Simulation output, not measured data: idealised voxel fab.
process module | voxel wiring stack
Square cell edge 5 nm, section width 215 nm, ID cut.
This document writes a cross-section as a grid whose cells are square, and gives it as bands, listed from the top down; one or more rows of cells form a band.
Top height, bottom height, nm. Materials left to right, width each, nm. Single material + "edge to edge" = fills band edge to edge. "air" = empty.
Convention: height 0 is the level below which the wafer, as received, is all one material. The lowest band does not terminate at the bottom but continues downward, represented as "from 0 down".
Per-row width for "30..40": begins at first number (top row of band), ends at second number (bottom row), increment between rows held constant.
A step reported as "nothing different" is a step in which no cell of the cross-section changed.
This entry, "Completely sealed voids", enumerates those empty regions of no fewer than 8 cells that possess no open connection to the top. Each region is reported in the form width x height at distance, the distance being taken from the left edge, with all three quantities expressed in nm.
On a step's line, text after the settings is the simulator commenting on that step.
overlay nm: where the mask lay relative to plan, measured to the right, on steps with a mask; negatives go left.
# Listed below are the process steps as planned
step 1: op RECEIVE | material Si
step 2: op CONFORMAL_DEP | material SiO2 | thk nm 15
step 3: op DIRECTIONAL_DEP | material TiN | thk nm 5
step 4: op DIRECTIONAL_DEP | material Ru | thk nm 20
step 5: op PATTERN | tone cover | mask id METAL_1 | material resist | width nm 20 | pitch nm 45 | thk nm 15 | overlay nm 0
step 6: op DIRECTIONAL_ETCH | etch materials Ru | depth nm 20
step 7: op DIRECTIONAL_ETCH | etch materials TiN | depth nm 5
step 8: op STRIP | etch materials resist
step 9: op FILL_DEP | material lowk | thk nm 5
step 10: op CMP | height nm 40
step 11: op CONFORMAL_DEP | material SiCN | thk nm 5
step 12: op DIRECTIONAL_DEP | material SiO2 | thk nm 35
step 13: op PATTERN | tone open | mask id METAL_2 | material resist | width nm 20 | pitch nm 45 | thk nm 20 | overlay nm 0
step 14: op DIRECTIONAL_ETCH | etch materials SiO2 | depth nm 20
step 15: op STRIP | etch materials resist
step 16: op DIRECTIONAL_DEP | material aC | thk nm 15
step 17: op PATTERN | tone open | mask id METAL_2_HOLES | material resist | width nm 15 | pitch nm 90 | thk nm 35 | overlay nm 0
step 18: op DIRECTIONAL_ETCH | etch materials aC | depth nm 15
step 19: op STRIP | etch materials resist
step 20: op DIRECTIONAL_ETCH | etch materials SiO2 | depth nm 15
step 21: op DIRECTIONAL_ETCH | etch materials SiCN | depth nm 5
step 22: op STRIP | etch materials aC
step 23: op CONFORMAL_DEP | material TiN | thk nm 5
step 24: op FILL_DEP | material Cu | thk nm 5
step 25: op CMP | height nm 80
step 26: op CONFORMAL_DEP | material SiN | thk nm 5
# Below: the first of two wafers, run as planned
# Wafer at receipt (post step 1), cross-section
- from 0 down: Si edge to edge
- Completely sealed voids: none
# You're looking at a cross-section of the wafer after step 2
- from 15 to 0: SiO2 edge to edge
- Nothing below the height 0 has changed.
# You're looking at a cross-section of the wafer after step 3
- from 20 to 15: TiN edge to edge
- Nothing below the height 15 has changed.
# You're looking at a cross-section of the wafer after step 4
- from 40 to 20: Ru edge to edge
- Nothing below the height 20 has changed.
# You're looking at a cross-section of the wafer after step 5
- from 55 to 40: air (30), then resist (20), then air (25), then resist (20), then air (25), then resist (20), then air (25), then resist (20), then air (30)
- Nothing below the height 40 has changed.
# You're looking at a cross-section of the wafer after step 6
- from 55 to 40: air (30), then resist (20), then air (25), then resist (20), then air (25), then resist (20), then air (25), then resist (20), then air (30)
- from 40 to 20: air (30), then Ru (20), then air (25), then Ru (20), then air (25), then Ru (20), then air (25), then Ru (20), then air (30)
- Nothing below the height 20 has changed.
# You're looking at a cross-section of the wafer after step 7
- from 55 to 40: air (30), then resist (20), then air (25), then resist (20), then air (25), then resist (20), then air (25), then resist (20), then air (30)
- from 40 to 20: air (30), then Ru (20), then air (25), then Ru (20), then air (25), then Ru (20), then air (25), then Ru (20), then air (30)
- from 20 to 15: air (30), then TiN (20), then air (25), then TiN (20), then air (25), then TiN (20), then air (25), then TiN (20), then air (30)
- Nothing below the height 15 has changed.
# You're looking at a cross-section of the wafer after step 8
- from 40 to 20: air (30), then Ru (20), then air (25), then Ru (20), then air (25), then Ru (20), then air (25), then Ru (20), then air (30)
- Nothing below the height 20 has changed.
# You're looking at a cross-section of the wafer after step 9
- from 45 to 40: lowk edge to edge
- from 40 to 20: lowk (30), then Ru (20), then lowk (25), then Ru (20), then lowk (25), then Ru (20), then lowk (25), then Ru (20), then lowk (30)
- from 20 to 15: lowk (30), then TiN (20), then lowk (25), then TiN (20), then lowk (25), then TiN (20), then lowk (25), then TiN (20), then lowk (30)
- Nothing below the height 15 has changed.
# You're looking at a cross-section of the wafer after step 10
- from 40 to 20: lowk (30), then Ru (20), then lowk (25), then Ru (20), then lowk (25), then Ru (20), then lowk (25), then Ru (20), then lowk (30)
- Nothing below the height 20 has changed.
# You're looking at a cross-section of the wafer after step 11
- from 45 to 40: SiCN edge to edge
- Nothing below the height 40 has changed.
# You're looking at a cross-section of the wafer after step 12
- from 80 to 45: SiO2 edge to edge
- Nothing below the height 45 has changed.
# You're looking at a cross-section of the wafer after step 13
- from 100 to 80: resist (30), then air (20), then resist (25), then air (20), then resist (25), then air (20), then resist (25), then air (20), then resist (30)
- Nothing below the height 80 has changed.
# You're looking at a cross-section of the wafer after step 14
- from 100 to 80: resist (30), then air (20), then resist (25), then air (20), then resist (25), then air (20), then resist (25), then air (20), then resist (30)
- from 80 to 60: SiO2 (30), then air (20), then SiO2 (25), then air (20), then SiO2 (25), then air (20), then SiO2 (25), then air (20), then SiO2 (30)
- Nothing below the height 60 has changed.
# You're looking at a cross-section of the wafer after step 15
- from 80 to 60: SiO2 (30), then air (20), then SiO2 (25), then air (20), then SiO2 (25), then air (20), then SiO2 (25), then air (20), then SiO2 (30)
- Nothing below the height 60 has changed.
# You're looking at a cross-section of the wafer after step 16
- from 95 to 80: aC (30), then air (20), then aC (25), then air (20), then aC (25), then air (20), then aC (25), then air (20), then aC (30)
- from 80 to 75: SiO2 (30), then air (20), then SiO2 (25), then air (20), then SiO2 (25), then air (20), then SiO2 (25), then air (20), then SiO2 (30)
- from 75 to 60: SiO2 (30), then aC (20), then SiO2 (25), then aC (20), then SiO2 (25), then aC (20), then SiO2 (25), then aC (20), then SiO2 (30)
- Nothing below the height 60 has changed.
# You're looking at a cross-section of the wafer after step 17
- from 130 to 95: resist (30), then air (15), then resist (75), then air (15), then resist (80)
- from 95 to 80: aC (30), then air (15), then resist (5), then aC (25), then resist (20), then aC (25), then air (15), then resist (5), then aC (25), then resist (20), then aC (30)
- from 80 to 75: SiO2 (30), then air (15), then resist (5), then SiO2 (25), then resist (20), then SiO2 (25), then air (15), then resist (5), then SiO2 (25), then resist (20), then SiO2 (30)
- Nothing below the height 75 has changed.
# You're looking at a cross-section of the wafer after step 18
- from 115 to 95: resist (30), then air (15), then resist (75), then air (15), then resist (80)
- from 95 to 80: aC (30), then air (15), then resist (5), then aC (25), then resist (20), then aC (25), then air (15), then resist (5), then aC (25), then resist (20), then aC (30)
- from 80 to 75: SiO2 (30), then air (15), then resist (5), then SiO2 (25), then resist (20), then SiO2 (25), then air (15), then resist (5), then SiO2 (25), then resist (20), then SiO2 (30)
- from 75 to 60: SiO2 (30), then air (15), then aC (5), then SiO2 (25), then aC (20), then SiO2 (25), then air (15), then aC (5), then SiO2 (25), then aC (20), then SiO2 (30)
- Nothing below the height 60 has changed.
# You're looking at a cross-section of the wafer after step 19
- from 95 to 80: aC (30), then air (20), then aC (25), then air (20), then aC (25), then air (20), then aC (25), then air (20), then aC (30)
- from 80 to 75: SiO2 (30), then air (20), then SiO2 (25), then air (20), then SiO2 (25), then air (20), then SiO2 (25), then air (20), then SiO2 (30)
- Nothing below the height 75 has changed.
# You're looking at a cross-section of the wafer after step 20
- from 95 to 80: aC (30), then air (20), then aC (25), then air (20), then aC (25), then air (20), then aC (25), then air (20), then aC (30)
- from 80 to 75: SiO2 (30), then air (20), then SiO2 (25), then air (20), then SiO2 (25), then air (20), then SiO2 (25), then air (20), then SiO2 (30)
- from 75 to 60: SiO2 (30), then air (15), then aC (5), then SiO2 (25), then aC (20), then SiO2 (25), then air (15), then aC (5), then SiO2 (25), then aC (20), then SiO2 (30)
- from 60 to 45: SiO2 (30), then air (15), then SiO2 (75), then air (15), then SiO2 (80)
- Nothing below the height 45 has changed.
# You're looking at a cross-section of the wafer after step 21
- from 95 to 80: aC (30), then air (20), then aC (25), then air (20), then aC (25), then air (20), then aC (25), then air (20), then aC (30)
- from 80 to 75: SiO2 (30), then air (20), then SiO2 (25), then air (20), then SiO2 (25), then air (20), then SiO2 (25), then air (20), then SiO2 (30)
- from 75 to 60: SiO2 (30), then air (15), then aC (5), then SiO2 (25), then aC (20), then SiO2 (25), then air (15), then aC (5), then SiO2 (25), then aC (20), then SiO2 (30)
- from 60 to 45: SiO2 (30), then air (15), then SiO2 (75), then air (15), then SiO2 (80)
- from 45 to 40: SiCN (30), then air (15), then SiCN (75), then air (15), then SiCN (80)
- Nothing below the height 40 has changed.
# You're looking at a cross-section of the wafer after step 22
- from 80 to 60: SiO2 (30), then air (20), then SiO2 (25), then air (20), then SiO2 (25), then air (20), then SiO2 (25), then air (20), then SiO2 (30)
- Nothing below the height 60 has changed.
# You're looking at a cross-section of the wafer after step 23
- from 85 to 80: TiN (35), then air (10), then TiN (35), then air (10), then TiN (35), then air (10), then TiN (35), then air (10), then TiN (35)
- from 80 to 65: SiO2 (30), then TiN (5), then air (10), then TiN (5), then SiO2 (25), then TiN (5), then air (10), then TiN (5), then SiO2 (25), then TiN (5), then air (10), then TiN (5), then SiO2 (25), then TiN (5), then air (10), then TiN (5), then SiO2 (30)
- from 65 to 60: SiO2 (30), then TiN (5), then air (5), then TiN (10), then SiO2 (25), then TiN (20), then SiO2 (25), then TiN (5), then air (5), then TiN (10), then SiO2 (25), then TiN (20), then SiO2 (30)
- from 60 to 45: SiO2 (30), then TiN (5), then air (5), then TiN (5), then SiO2 (75), then TiN (5), then air (5), then TiN (5), then SiO2 (80)
- from 45 to 40: SiCN (30), then TiN (15), then SiCN (75), then TiN (15), then SiCN (80)
- Nothing below the height 40 has changed.
# You're looking at a cross-section of the wafer after step 24
- from 90 to 85: Cu edge to edge
- from 85 to 80: TiN (35), then Cu (10), then TiN (35), then Cu (10), then TiN (35), then Cu (10), then TiN (35), then Cu (10), then TiN (35)
- from 80 to 65: SiO2 (30), then TiN (5), then Cu (10), then TiN (5), then SiO2 (25), then TiN (5), then Cu (10), then TiN (5), then SiO2 (25), then TiN (5), then Cu (10), then TiN (5), then SiO2 (25), then TiN (5), then Cu (10), then TiN (5), then SiO2 (30)
- from 65 to 60: SiO2 (30), then TiN (5), then Cu (5), then TiN (10), then SiO2 (25), then TiN (20), then SiO2 (25), then TiN (5), then Cu (5), then TiN (10), then SiO2 (25), then TiN (20), then SiO2 (30)
- from 60 to 45: SiO2 (30), then TiN (5), then Cu (5), then TiN (5), then SiO2 (75), then TiN (5), then Cu (5), then TiN (5), then SiO2 (80)
- Nothing below the height 45 has changed.
# You're looking at a cross-section of the wafer after step 25
- from 80 to 65: SiO2 (30), then TiN (5), then Cu (10), then TiN (5), then SiO2 (25), then TiN (5), then Cu (10), then TiN (5), then SiO2 (25), then TiN (5), then Cu (10), then TiN (5), then SiO2 (25), then TiN (5), then Cu (10), then TiN (5), then SiO2 (30)
- Nothing below the height 65 has changed.
# You're looking at a cross-section of the wafer after step 26
- from 85 to 80: SiN edge to edge
- Nothing below the height 80 has changed.
# The remaining wafer, second of the two, started like the first and was run to the same plan, except that one mistake was made along the way; the two coincide through step 12, inclusive
# Here is the second wafer in cross-section at the point where step 13 of the plan should have been done
- from 100 to 80: resist (25), then air (30), then resist (15), then air (30), then resist (15), then air (30), then resist (15), then air (30), then resist (25)
- Nothing below the height 80 has changed.
# Here is the second wafer in cross-section at the point where step 14 of the plan should have been done
- from 100 to 80: resist (25), then air (30), then resist (15), then air (30), then resist (15), then air (30), then resist (15), then air (30), then resist (25)
- from 80 to 60: SiO2 (25), then air (30), then SiO2 (15), then air (30), then SiO2 (15), then air (30), then SiO2 (15), then air (30), then SiO2 (25)
- Nothing below the height 60 has changed.
# Here is the second wafer in cross-section at the point where step 15 of the plan should have been done
- from 80 to 60: SiO2 (25), then air (30), then SiO2 (15), then air (30), then SiO2 (15), then air (30), then SiO2 (15), then air (30), then SiO2 (25)
- Nothing below the height 60 has changed.
# Here is the second wafer in cross-section at the point where step 16 of the plan should have been done
- from 95 to 80: aC (25), then air (30), then aC (15), then air (30), then aC (15), then air (30), then aC (15), then air (30), then aC (25)
- from 80 to 75: SiO2 (25), then air (30), then SiO2 (15), then air (30), then SiO2 (15), then air (30), then SiO2 (15), then air (30), then SiO2 (25)
- from 75 to 60: SiO2 (25), then aC (30), then SiO2 (15), then aC (30), then SiO2 (15), then aC (30), then SiO2 (15), then aC (30), then SiO2 (25)
- Nothing below the height 60 has changed.
# Here is the second wafer in cross-section at the point where step 17 of the plan should have been done
- from 130 to 95: resist (30), then air (15), then resist (75), then air (15), then resist (80)
- from 95 to 80: aC (25), then resist (5), then air (15), then resist (10), then aC (15), then resist (30), then aC (15), then resist (5), then air (15), then resist (10), then aC (15), then resist (30), then aC (25)
- from 80 to 75: SiO2 (25), then resist (5), then air (15), then resist (10), then SiO2 (15), then resist (30), then SiO2 (15), then resist (5), then air (15), then resist (10), then SiO2 (15), then resist (30), then SiO2 (25)
- Nothing below the height 75 has changed.
# Here is the second wafer in cross-section at the point where step 18 of the plan should have been done
- from 115 to 95: resist (30), then air (15), then resist (75), then air (15), then resist (80)
- from 95 to 80: aC (25), then resist (5), then air (15), then resist (10), then aC (15), then resist (30), then aC (15), then resist (5), then air (15), then resist (10), then aC (15), then resist (30), then aC (25)
- from 80 to 75: SiO2 (25), then resist (5), then air (15), then resist (10), then SiO2 (15), then resist (30), then SiO2 (15), then resist (5), then air (15), then resist (10), then SiO2 (15), then resist (30), then SiO2 (25)
- from 75 to 60: SiO2 (25), then aC (5), then air (15), then aC (10), then SiO2 (15), then aC (30), then SiO2 (15), then aC (5), then air (15), then aC (10), then SiO2 (15), then aC (30), then SiO2 (25)
- Nothing below the height 60 has changed.
# Here is the second wafer in cross-section at the point where step 19 of the plan should have been done
- from 95 to 80: aC (25), then air (30), then aC (15), then air (30), then aC (15), then air (30), then aC (15), then air (30), then aC (25)
- from 80 to 75: SiO2 (25), then air (30), then SiO2 (15), then air (30), then SiO2 (15), then air (30), then SiO2 (15), then air (30), then SiO2 (25)
- Nothing below the height 75 has changed.
# Here is the second wafer in cross-section at the point where step 20 of the plan should have been done
- from 95 to 80: aC (25), then air (30), then aC (15), then air (30), then aC (15), then air (30), then aC (15), then air (30), then aC (25)
- from 80 to 75: SiO2 (25), then air (30), then SiO2 (15), then air (30), then SiO2 (15), then air (30), then SiO2 (15), then air (30), then SiO2 (25)
- from 75 to 60: SiO2 (25), then aC (5), then air (15), then aC (10), then SiO2 (15), then aC (30), then SiO2 (15), then aC (5), then air (15), then aC (10), then SiO2 (15), then aC (30), then SiO2 (25)
- from 60 to 45: SiO2 (30), then air (15), then SiO2 (75), then air (15), then SiO2 (80)
- Nothing below the height 45 has changed.
# Here is the second wafer in cross-section at the point where step 21 of the plan should have been done
- from 95 to 80: aC (25), then air (30), then aC (15), then air (30), then aC (15), then air (30), then aC (15), then air (30), then aC (25)
- from 80 to 75: SiO2 (25), then air (30), then SiO2 (15), then air (30), then SiO2 (15), then air (30), then SiO2 (15), then air (30), then SiO2 (25)
- from 75 to 60: SiO2 (25), then aC (5), then air (15), then aC (10), then SiO2 (15), then aC (30), then SiO2 (15), then aC (5), then air (15), then aC (10), then SiO2 (15), then aC (30), then SiO2 (25)
- from 60 to 45: SiO2 (30), then air (15), then SiO2 (75), then air (15), then SiO2 (80)
- from 45 to 40: SiCN (30), then air (15), then SiCN (75), then air (15), then SiCN (80)
- Nothing below the height 40 has changed.
# Here is the second wafer in cross-section at the point where step 22 of the plan should have been done
- from 80 to 60: SiO2 (25), then air (30), then SiO2 (15), then air (30), then SiO2 (15), then air (30), then SiO2 (15), then air (30), then SiO2 (25)
- Nothing below the height 60 has changed.
# Here is the second wafer in cross-section at the point where step 23 of the plan should have been done
- from 85 to 80: TiN (30), then air (20), then TiN (25), then air (20), then TiN (25), then air (20), then TiN (25), then air (20), then TiN (30)
- from 80 to 65: SiO2 (25), then TiN (5), then air (20), then TiN (5), then SiO2 (15), then TiN (5), then air (20), then TiN (5), then SiO2 (15), then TiN (5), then air (20), then TiN (5), then SiO2 (15), then TiN (5), then air (20), then TiN (5), then SiO2 (25)
- from 65 to 60: SiO2 (25), then TiN (10), then air (5), then TiN (15), then SiO2 (15), then TiN (30), then SiO2 (15), then TiN (10), then air (5), then TiN (15), then SiO2 (15), then TiN (30), then SiO2 (25)
- from 60 to 45: SiO2 (30), then TiN (5), then air (5), then TiN (5), then SiO2 (75), then TiN (5), then air (5), then TiN (5), then SiO2 (80)
- from 45 to 40: SiCN (30), then TiN (15), then SiCN (75), then TiN (15), then SiCN (80)
- Nothing below the height 40 has changed.
# Here is the second wafer in cross-section at the point where step 24 of the plan should have been done
- from 90 to 85: Cu edge to edge
- from 85 to 80: TiN (30), then Cu (20), then TiN (25), then Cu (20), then TiN (25), then Cu (20), then TiN (25), then Cu (20), then TiN (30)
- from 80 to 65: SiO2 (25), then TiN (5), then Cu (20), then TiN (5), then SiO2 (15), then TiN (5), then Cu (20), then TiN (5), then SiO2 (15), then TiN (5), then Cu (20), then TiN (5), then SiO2 (15), then TiN (5), then Cu (20), then TiN (5), then SiO2 (25)
- from 65 to 60: SiO2 (25), then TiN (10), then Cu (5), then TiN (15), then SiO2 (15), then TiN (30), then SiO2 (15), then TiN (10), then Cu (5), then TiN (15), then SiO2 (15), then TiN (30), then SiO2 (25)
- from 60 to 45: SiO2 (30), then TiN (5), then Cu (5), then TiN (5), then SiO2 (75), then TiN (5), then Cu (5), then TiN (5), then SiO2 (80)
- Nothing below the height 45 has changed.
# Here is the second wafer in cross-section at the point where step 25 of the plan should have been done
- from 80 to 65: SiO2 (25), then TiN (5), then Cu (20), then TiN (5), then SiO2 (15), then TiN (5), then Cu (20), then TiN (5), then SiO2 (15), then TiN (5), then Cu (20), then TiN (5), then SiO2 (15), then TiN (5), then Cu (20), then TiN (5), then SiO2 (25)
- Nothing below the height 65 has changed.
# Here is the second wafer in cross-section at the point where step 26 of the plan should have been done
- from 85 to 80: SiN edge to edge
- Nothing below the height 80 has changed.
What went wrong in running the wafer? step 13 ran differently from the plan; actual operation with settings: op PATTERN | tone open | mask id METAL_2 | material resist | width nm 30 | pitch nm 45 | thk nm 20 | overlay nm 0
In the final state, the cell counts of the second wafer exceed or fall short of those of the first for the following materials: Cu +24, SiO2 -32, TiN +8
